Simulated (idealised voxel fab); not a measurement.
The document below concerns the process module designated voxel gate over fins.
It is cross-section cut that appears here, measuring 250 nm in width, its square cells being 5 nm in size.
A cross-section in this document is a grid of square cells, and it is written down as bands, the top band listed before the ones below it; a band is made up of one or more rows of cells.
It is stipulated that each band's entry specify, in nanometres, the height of the top of the band and then that of its bottom, followed by the materials of the band in left-to-right sequence, each together with its width in nanometres. A single material marked by the word "all across" is understood to fill the band from edge to edge; the word "blank" is understood to denote empty space.
Heights are reckoned from 0. Under this level, the received wafer is all of one material. The bottommost band is open-ended downward, for example "0..down".
Width: "30->40" (first number = top row, second number = bottom row, same change from row to row of cells).
For the purposes of this document, the phrase "same as before" attached to a step denotes that no cell within the cross-section was modified by that step.
Basically, "Cavities, sealed" tells you about the enclosed voids: empty spaces with no open way to the top, 8 cells or bigger, each written width x height at distance, where distance is from the left edge, all in nm.
On each step's line, the part that comes after the settings is the simulator's own comment on the step.
A step line may carry the setting "overlay nm", which, for steps involving a mask, states the distance by which the mask lay to the right of its intended position; negative values denote displacement to the left.
## Process steps (planned)
1: RECEIVE: material Si
2: CONFORMAL_DEP: material SiN, thk nm 5
3: MASKED_ETCH: tone cover, mask id FINS, width nm 15, pitch nm 60, etch materials SiN, depth nm 5, overlay nm 0
4: MASKED_ETCH: tone cover, mask id FINS, width nm 15, pitch nm 60, etch materials Si, depth nm 40, overlay nm 0
5: OXIDIZE: depth nm 5
6: FILL_DEP: material SiO2, thk nm 10
7: CMP: height nm 5
8: DIRECTIONAL_DEP: material aC, thk nm 10
9: PATTERN: tone open, mask id RAIL, material resist, width nm 15, thk nm 30, overlay nm 0
10: DIRECTIONAL_ETCH: etch materials aC, depth nm 10
11: STRIP: etch materials resist
12: DIRECTIONAL_ETCH: etch materials SiO2, depth nm 40
13: STRIP: etch materials aC
14: CONFORMAL_DEP: material TiN, thk nm 5
15: FILL_DEP: material W, thk nm 10
16: CMP: height nm 5
17: SELECTIVE_ETCH: etch materials W Ru TiN, depth nm 25
18: FILL_DEP: material SiO2, thk nm 5
19: CMP: height nm 5
20: SELECTIVE_ETCH: etch materials SiO2, depth nm 15
21: STRIP: etch materials SiN
22: CONFORMAL_DEP: material HfO2, thk nm 5
23: CONFORMAL_DEP: material TiN, thk nm 5
24: CONFORMAL_DEP: material TiAl, thk nm 5
25: CONFORMAL_DEP: material TiN, thk nm 5
26: FILL_DEP: material W, thk nm 10
27: CMP: height nm 25
28: CONFORMAL_DEP: material SiN, thk nm 10
## First of two wafers, with the run carried out as planned
## Delivered wafer in cross-section: state after step 1
- 0..down: Si all across
- Cavities, sealed: none
## Wafer after step 2 (cross-section)
- 5..0: SiN all across
- Below 0, no change.
## Wafer after step 3 (cross-section)
- 5..0: 55 blank; 15 SiN; 45 blank; 15 SiN; 45 blank; 15 SiN; 60 blank
- Below 0, no change.
## Wafer after step 4 (cross-section)
- 5..0: 55 blank; 15 SiN; 45 blank; 15 SiN; 45 blank; 15 SiN; 60 blank
- 0..-40: 55 blank; 15 Si; 45 blank; 15 Si; 45 blank; 15 Si; 60 blank
- Below -40, no change.
## Wafer after step 5 (cross-section)
- 5..0: 55 blank; 15 SiN; 45 blank; 15 SiN; 45 blank; 15 SiN; 60 blank
- 0..-40: 55 blank; 5 SiO2; 5 Si; 5 SiO2; 45 blank; 5 SiO2; 5 Si; 5 SiO2; 45 blank; 5 SiO2; 5 Si; 5 SiO2; 60 blank
- -40..-45: 60 SiO2; 5 Si; 55 SiO2; 5 Si; 55 SiO2; 5 Si; 65 SiO2
- Below -45, no change.
## Wafer after step 6 (cross-section)
- 15..5: SiO2 all across
- 5..0: 55 SiO2; 15 SiN; 45 SiO2; 15 SiN; 45 SiO2; 15 SiN; 60 SiO2
- 0..-45: 60 SiO2; 5 Si; 55 SiO2; 5 Si; 55 SiO2; 5 Si; 65 SiO2
- Below -45, no change.
## Wafer after step 7 (cross-section)
- 5..0: 55 SiO2; 15 SiN; 45 SiO2; 15 SiN; 45 SiO2; 15 SiN; 60 SiO2
- Below 0, no change.
## Wafer after step 8 (cross-section)
- 15..5: aC all across
- Below 5, no change.
## Wafer after step 9 (cross-section)
- 45..15: 85 resist; 15 blank; 150 resist
- Below 15, no change.
## Wafer after step 10 (cross-section)
- 35..15: 85 resist; 15 blank; 150 resist
- 15..5: 85 aC; 15 blank; 150 aC
- Below 5, no change.
## Wafer after step 11 (cross-section)
- 15..5: 85 aC; 15 blank; 150 aC
- Below 5, no change.
## Wafer after step 12 (cross-section)
- 15..5: 85 aC; 15 blank; 150 aC
- 5..0: 55 SiO2; 15 SiN; 15 SiO2; 15 blank; 15 SiO2; 15 SiN; 45 SiO2; 15 SiN; 60 SiO2
- 0..-35: 60 SiO2; 5 Si; 20 SiO2; 15 blank; 20 SiO2; 5 Si; 55 SiO2; 5 Si; 65 SiO2
- Below -35, no change.
## Wafer after step 13 (cross-section)
- 5..0: 55 SiO2; 15 SiN; 15 SiO2; 15 blank; 15 SiO2; 15 SiN; 45 SiO2; 15 SiN; 60 SiO2
- Below 0, no change.
## Wafer after step 14 (cross-section)
- 10..5: 90 TiN; 5 blank; 155 TiN
- 5..0: 55 SiO2; 15 SiN; 15 SiO2; 5 TiN; 5 blank; 5 TiN; 15 SiO2; 15 SiN; 45 SiO2; 15 SiN; 60 SiO2
- 0..-30: 60 SiO2; 5 Si; 20 SiO2; 5 TiN; 5 blank; 5 TiN; 20 SiO2; 5 Si; 55 SiO2; 5 Si; 65 SiO2
- -30..-35: 60 SiO2; 5 Si; 20 SiO2; 15 TiN; 20 SiO2; 5 Si; 55 SiO2; 5 Si; 65 SiO2
- Below -35, no change.
## Wafer after step 15 (cross-section)
- 20..10: W all across
- 10..5: 90 TiN; 5 W; 155 TiN
- 5..0: 55 SiO2; 15 SiN; 15 SiO2; 5 TiN; 5 W; 5 TiN; 15 SiO2; 15 SiN; 45 SiO2; 15 SiN; 60 SiO2
- 0..-30: 60 SiO2; 5 Si; 20 SiO2; 5 TiN; 5 W; 5 TiN; 20 SiO2; 5 Si; 55 SiO2; 5 Si; 65 SiO2
- Below -30, no change.
## Wafer after step 16 (cross-section)
- 5..0: 55 SiO2; 15 SiN; 15 SiO2; 5 TiN; 5 W; 5 TiN; 15 SiO2; 15 SiN; 45 SiO2; 15 SiN; 60 SiO2
- Below 0, no change.
## Wafer after step 17 (cross-section)
- 5..0: 55 SiO2; 15 SiN; 15 SiO2; 15 blank; 15 SiO2; 15 SiN; 45 SiO2; 15 SiN; 60 SiO2
- 0..-20: 60 SiO2; 5 Si; 20 SiO2; 15 blank; 20 SiO2; 5 Si; 55 SiO2; 5 Si; 65 SiO2
- Below -20, no change.
## Wafer after step 18 (cross-section)
- 10..5: SiO2 all across
- 5..0: 55 SiO2; 15 SiN; 45 SiO2; 15 SiN; 45 SiO2; 15 SiN; 60 SiO2
- 0..-20: 60 SiO2; 5 Si; 55 SiO2; 5 Si; 55 SiO2; 5 Si; 65 SiO2
- Below -20, no change.
## Wafer after step 19 (cross-section)
- 5..0: 55 SiO2; 15 SiN; 45 SiO2; 15 SiN; 45 SiO2; 15 SiN; 60 SiO2
- Below 0, no change.
## Wafer after step 20 (cross-section)
- 5..0: 55 blank; 15 SiN; 45 blank; 15 SiN; 45 blank; 15 SiN; 60 blank
- 0..-10: 60 blank; 5 Si; 55 blank; 5 Si; 55 blank; 5 Si; 65 blank
- Below -10, no change.
## Wafer after step 21 (cross-section)
- 0..-10: 60 blank; 5 Si; 55 blank; 5 Si; 55 blank; 5 Si; 65 blank
- Below -10, no change.
## Wafer after step 22 (cross-section)
- 5..0: 55 blank; 15 HfO2; 45 blank; 15 HfO2; 45 blank; 15 HfO2; 60 blank
- 0..-5: 55 blank; 5 HfO2; 5 Si; 5 HfO2; 45 blank; 5 HfO2; 5 Si; 5 HfO2; 45 blank; 5 HfO2; 5 Si; 5 HfO2; 60 blank
- -5..-10: 60 HfO2; 5 Si; 55 HfO2; 5 Si; 55 HfO2; 5 Si; 65 HfO2
- Below -10, no change.
## Wafer after step 23 (cross-section)
- 10..5: 50 blank; 25 TiN; 35 blank; 25 TiN; 35 blank; 25 TiN; 55 blank
- 5..0: 50 blank; 5 TiN; 15 HfO2; 5 TiN; 35 blank; 5 TiN; 15 HfO2; 5 TiN; 35 blank; 5 TiN; 15 HfO2; 5 TiN; 55 blank
- 0..-5: 55 TiN; 5 HfO2; 5 Si; 5 HfO2; 45 TiN; 5 HfO2; 5 Si; 5 HfO2; 45 TiN; 5 HfO2; 5 Si; 5 HfO2; 60 TiN
- Below -5, no change.
## Wafer after step 24 (cross-section)
- 15..10: 45 blank; 35 TiAl; 25 blank; 35 TiAl; 25 blank; 35 TiAl; 50 blank
- 10..5: 45 blank; 5 TiAl; 25 TiN; 5 TiAl; 25 blank; 5 TiAl; 25 TiN; 5 TiAl; 25 blank; 5 TiAl; 25 TiN; 5 TiAl; 50 blank
- 5..0: 50 TiAl; 5 TiN; 15 HfO2; 5 TiN; 35 TiAl; 5 TiN; 15 HfO2; 5 TiN; 35 TiAl; 5 TiN; 15 HfO2; 5 TiN; 55 TiAl
- Below 0, no change.
## Wafer after step 25 (cross-section)
- 20..15: 40 blank; 45 TiN; 15 blank; 45 TiN; 15 blank; 45 TiN; 45 blank
- 15..10: 40 blank; 5 TiN; 35 TiAl; 5 TiN; 15 blank; 5 TiN; 35 TiAl; 5 TiN; 15 blank; 5 TiN; 35 TiAl; 5 TiN; 45 blank
- 10..5: 45 TiN; 5 TiAl; 25 TiN; 5 TiAl; 25 TiN; 5 TiAl; 25 TiN; 5 TiAl; 25 TiN; 5 TiAl; 25 TiN; 5 TiAl; 50 TiN
- Below 5, no change.
## Wafer after step 26 (cross-section)
- 30..20: W all across
- 20..15: 40 W; 45 TiN; 15 W; 45 TiN; 15 W; 45 TiN; 45 W
- 15..10: 40 W; 5 TiN; 35 TiAl; 5 TiN; 15 W; 5 TiN; 35 TiAl; 5 TiN; 15 W; 5 TiN; 35 TiAl; 5 TiN; 45 W
- Below 10, no change.
## Wafer after step 27 (cross-section)
- 25..20: W all across
- Below 20, no change.
## Wafer after step 28 (cross-section)
- 35..25: SiN all across
- Below 25, no change.
## Okay, second wafer. Nothing different at the start, nothing different in the plan, just one mistake somewhere in the running. As far as step 14, counting that step, it's the first wafer all over again
## Look at the second wafer in cross-section at the time step 15 ought to have finished
- 20..10: HfO2 all across
- 10..5: 90 TiN; 5 HfO2; 155 TiN
- 5..0: 55 SiO2; 15 SiN; 15 SiO2; 5 TiN; 5 HfO2; 5 TiN; 15 SiO2; 15 SiN; 45 SiO2; 15 SiN; 60 SiO2
- 0..-30: 60 SiO2; 5 Si; 20 SiO2; 5 TiN; 5 HfO2; 5 TiN; 20 SiO2; 5 Si; 55 SiO2; 5 Si; 65 SiO2
- Below -30, no change.
## Look at the second wafer in cross-section at the time step 16 ought to have finished
- 5..0: 55 SiO2; 15 SiN; 15 SiO2; 5 TiN; 5 HfO2; 5 TiN; 15 SiO2; 15 SiN; 45 SiO2; 15 SiN; 60 SiO2
- Below 0, no change.
## Look at the second wafer in cross-section at the time step 17 ought to have finished
- 5..0: 55 SiO2; 15 SiN; 15 SiO2; 5 blank; 5 HfO2; 5 blank; 15 SiO2; 15 SiN; 45 SiO2; 15 SiN; 60 SiO2
- 0..-20: 60 SiO2; 5 Si; 20 SiO2; 5 blank; 5 HfO2; 5 blank; 20 SiO2; 5 Si; 55 SiO2; 5 Si; 65 SiO2
- Below -20, no change.
## Look at the second wafer in cross-section at the time step 18 ought to have finished
- 10..5: SiO2 all across
- 5..0: 55 SiO2; 15 SiN; 20 SiO2; 5 HfO2; 20 SiO2; 15 SiN; 45 SiO2; 15 SiN; 60 SiO2
- 0..-20: 60 SiO2; 5 Si; 25 SiO2; 5 HfO2; 25 SiO2; 5 Si; 55 SiO2; 5 Si; 65 SiO2
- Below -20, no change.
## Look at the second wafer in cross-section at the time step 19 ought to have finished
- 5..0: 55 SiO2; 15 SiN; 20 SiO2; 5 HfO2; 20 SiO2; 15 SiN; 45 SiO2; 15 SiN; 60 SiO2
- Below 0, no change.
## Look at the second wafer in cross-section at the time step 20 ought to have finished
- 5..0: 55 blank; 15 SiN; 20 blank; 5 HfO2; 20 blank; 15 SiN; 45 blank; 15 SiN; 60 blank
- 0..-10: 60 blank; 5 Si; 25 blank; 5 HfO2; 25 blank; 5 Si; 55 blank; 5 Si; 65 blank
- Below -10, no change.
## Look at the second wafer in cross-section at the time step 21 ought to have finished
- 5..0: 90 blank; 5 HfO2; 155 blank
- Below 0, no change.
## Look at the second wafer in cross-section at the time step 22 ought to have finished
- 10..5: 85 blank; 15 HfO2; 150 blank
- 5..0: 55 blank; 15 HfO2; 15 blank; 15 HfO2; 15 blank; 15 HfO2; 45 blank; 15 HfO2; 60 blank
- 0..-5: 55 blank; 5 HfO2; 5 Si; 5 HfO2; 15 blank; 15 HfO2; 15 blank; 5 HfO2; 5 Si; 5 HfO2; 45 blank; 5 HfO2; 5 Si; 5 HfO2; 60 blank
- -5..-10: 60 HfO2; 5 Si; 55 HfO2; 5 Si; 55 HfO2; 5 Si; 65 HfO2
- Below -10, no change.
## Look at the second wafer in cross-section at the time step 23 ought to have finished
- 15..10: 80 blank; 25 TiN; 145 blank
- 10..5: 50 blank; 25 TiN; 5 blank; 5 TiN; 15 HfO2; 5 TiN; 5 blank; 25 TiN; 35 blank; 25 TiN; 55 blank
- 5..0: 50 blank; 5 TiN; 15 HfO2; 5 TiN; 5 blank; 5 TiN; 15 HfO2; 5 TiN; 5 blank; 5 TiN; 15 HfO2; 5 TiN; 35 blank; 5 TiN; 15 HfO2; 5 TiN; 55 blank
- 0..-5: 55 TiN; 5 HfO2; 5 Si; 5 HfO2; 15 TiN; 15 HfO2; 15 TiN; 5 HfO2; 5 Si; 5 HfO2; 45 TiN; 5 HfO2; 5 Si; 5 HfO2; 60 TiN
- Below -5, no change.
## Look at the second wafer in cross-section at the time step 24 ought to have finished
- 20..15: 75 blank; 35 TiAl; 140 blank
- 15..10: 45 blank; 35 TiAl; 25 TiN; 35 TiAl; 25 blank; 35 TiAl; 50 blank
- 10..5: 45 blank; 5 TiAl; 25 TiN; 5 TiAl; 5 TiN; 15 HfO2; 5 TiN; 5 TiAl; 25 TiN; 5 TiAl; 25 blank; 5 TiAl; 25 TiN; 5 TiAl; 50 blank
- 5..0: 50 TiAl; 5 TiN; 15 HfO2; 5 TiN; 5 TiAl; 5 TiN; 15 HfO2; 5 TiN; 5 TiAl; 5 TiN; 15 HfO2; 5 TiN; 35 TiAl; 5 TiN; 15 HfO2; 5 TiN; 55 TiAl
- Below 0, no change.
## Look at the second wafer in cross-section at the time step 25 ought to have finished
- 25..20: 70 blank; 45 TiN; 135 blank
- 20..15: 40 blank; 35 TiN; 35 TiAl; 35 TiN; 15 blank; 45 TiN; 45 blank
- 15..10: 40 blank; 5 TiN; 35 TiAl; 25 TiN; 35 TiAl; 5 TiN; 15 blank; 5 TiN; 35 TiAl; 5 TiN; 45 blank
- 10..5: 45 TiN; 5 TiAl; 25 TiN; 5 TiAl; 5 TiN; 15 HfO2; 5 TiN; 5 TiAl; 25 TiN; 5 TiAl; 25 TiN; 5 TiAl; 25 TiN; 5 TiAl; 50 TiN
- Below 5, no change.
## Look at the second wafer in cross-section at the time step 26 ought to have finished
- 35..25: W all across
- 25..20: 70 W; 45 TiN; 135 W
- 20..15: 40 W; 35 TiN; 35 TiAl; 35 TiN; 15 W; 45 TiN; 45 W
- 15..10: 40 W; 5 TiN; 35 TiAl; 25 TiN; 35 TiAl; 5 TiN; 15 W; 5 TiN; 35 TiAl; 5 TiN; 45 W
- Below 10, no change.
## Look at the second wafer in cross-section at the time step 27 ought to have finished
- 25..20: 70 W; 45 TiN; 135 W
- Below 20, no change.
## Look at the second wafer in cross-section at the time step 28 ought to have finished
- 35..25: SiN all across
- Below 25, no change.
Short version of what went wrong: step 15 was not run as planned; what actually ran was FILL_DEP: material HfO2, thk nm 10
Wrapping up, a cell-based count of both wafers puts the second over or under the first for these materials: +13 HfO2, -2 SiO2, +2 TiAl, +4 TiN, -17 W
